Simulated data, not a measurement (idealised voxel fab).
process module | voxel trench capacitor
cross-section cut | 260 nm wide | cells 5 nm
A cross-section is a grid of square cells, given in bands from the top down. A band is one or more rows of cells.
Each band's line starts with the height of the band's top and of its bottom, in nm. Then come its materials from left to right, each with its width in nm. One material with "throughout" fills the band from edge to edge. "air" is empty space.
Height 0 is the level under which the wafer as received is all one material. The lowest band goes on downwards, as in "0 down".
A width such as "30 to 40" changes by the same amount from each row of cells to the next, from the band's top row to its bottom row.
"no change" after a step means that no cell of the cross-section changed.
closed voids: empty space of 8 cells or more with no open way to the top, each as width x height at its distance from the left edge, in nm
after a step's settings: what the simulator itself notes on the step
overlay nm, on a step with a mask: how far to the right of its planned place the mask lay; to the left if negative
plan
1 op RECEIVE | material Si
2 op CONFORMAL_DEP | material SiN | thk nm 10
3 op DIRECTIONAL_DEP | material aC | thk nm 15
4 op PATTERN | tone open | mask id TRENCH | material resist | width nm 30 | pitch nm 55 | thk nm 30 | overlay nm 0
5 op DIRECTIONAL_ETCH | etch materials aC | depth nm 15
6 op STRIP | etch materials resist
7 op DIRECTIONAL_ETCH | etch materials SiN | depth nm 10
8 op DIRECTIONAL_ETCH | etch materials Si | depth nm 30
9 op STRIP | etch materials aC
10 op CONFORMAL_DEP | material HfO2 | thk nm 5
11 op CONFORMAL_DEP | material TiN | thk nm 5
12 op FILL_DEP | material W | thk nm 10
13 op CMP | height nm 10
as received, after step 1
  0 down: Si throughout
  closed voids: none
first wafer at the end, as planned
  10 to 0: SiN 30 | HfO2 5 | TiN 5 | W 10 | TiN 5 | HfO2 5 | SiN 25 | HfO2 5 | TiN 5 | W 10 | TiN 5 | HfO2 5 | SiN 25 | HfO2 5 | TiN 5 | W 10 | TiN 5 | HfO2 5 | SiN 25 | HfO2 5 | TiN 5 | W 10 | TiN 5 | HfO2 5 | SiN 35
  0 to -20: Si 30 | HfO2 5 | TiN 5 | W 10 | TiN 5 | HfO2 5 | Si 25 | HfO2 5 | TiN 5 | W 10 | TiN 5 | HfO2 5 | Si 25 | HfO2 5 | TiN 5 | W 10 | TiN 5 | HfO2 5 | Si 25 | HfO2 5 | TiN 5 | W 10 | TiN 5 | HfO2 5 | Si 35
  -20 to -25: Si 30 | HfO2 5 | TiN 20 | HfO2 5 | Si 25 | HfO2 5 | TiN 20 | HfO2 5 | Si 25 | HfO2 5 | TiN 20 | HfO2 5 | Si 25 | HfO2 5 | TiN 20 | HfO2 5 | Si 35
  -25 to -30: Si 30 | HfO2 30 | Si 25 | HfO2 30 | Si 25 | HfO2 30 | Si 25 | HfO2 30 | Si 35
  -30 down: Si throughout
  closed voids: none
second wafer at the end: like start, like plan, one mistake
  10 to 0: SiN 20 | HfO2 5 | TiN 5 | W 10 | TiN 5 | HfO2 5 | SiN 25 | HfO2 5 | TiN 5 | W 10 | TiN 5 | HfO2 5 | SiN 25 | HfO2 5 | TiN 5 | W 10 | TiN 5 | HfO2 5 | SiN 25 | HfO2 5 | TiN 5 | W 10 | TiN 5 | HfO2 5 | SiN 45
  0 to -20: Si 20 | HfO2 5 | TiN 5 | W 10 | TiN 5 | HfO2 5 | Si 25 | HfO2 5 | TiN 5 | W 10 | TiN 5 | HfO2 5 | Si 25 | HfO2 5 | TiN 5 | W 10 | TiN 5 | HfO2 5 | Si 25 | HfO2 5 | TiN 5 | W 10 | TiN 5 | HfO2 5 | Si 45
  -20 to -25: Si 20 | HfO2 5 | TiN 20 | HfO2 5 | Si 25 | HfO2 5 | TiN 20 | HfO2 5 | Si 25 | HfO2 5 | TiN 20 | HfO2 5 | Si 25 | HfO2 5 | TiN 20 | HfO2 5 | Si 45
  -25 to -30: Si 20 | HfO2 30 | Si 25 | HfO2 30 | Si 25 | HfO2 30 | Si 25 | HfO2 30 | Si 45
  -30 down: Si throughout
  closed voids: none
what went wrong: step 4 ran as: op PATTERN | tone open | mask id TRENCH | material resist | width nm 30 | pitch nm 55 | thk nm 30 | overlay nm -10
at the end the second wafer has, in cells: as many of each material as the first, in other places
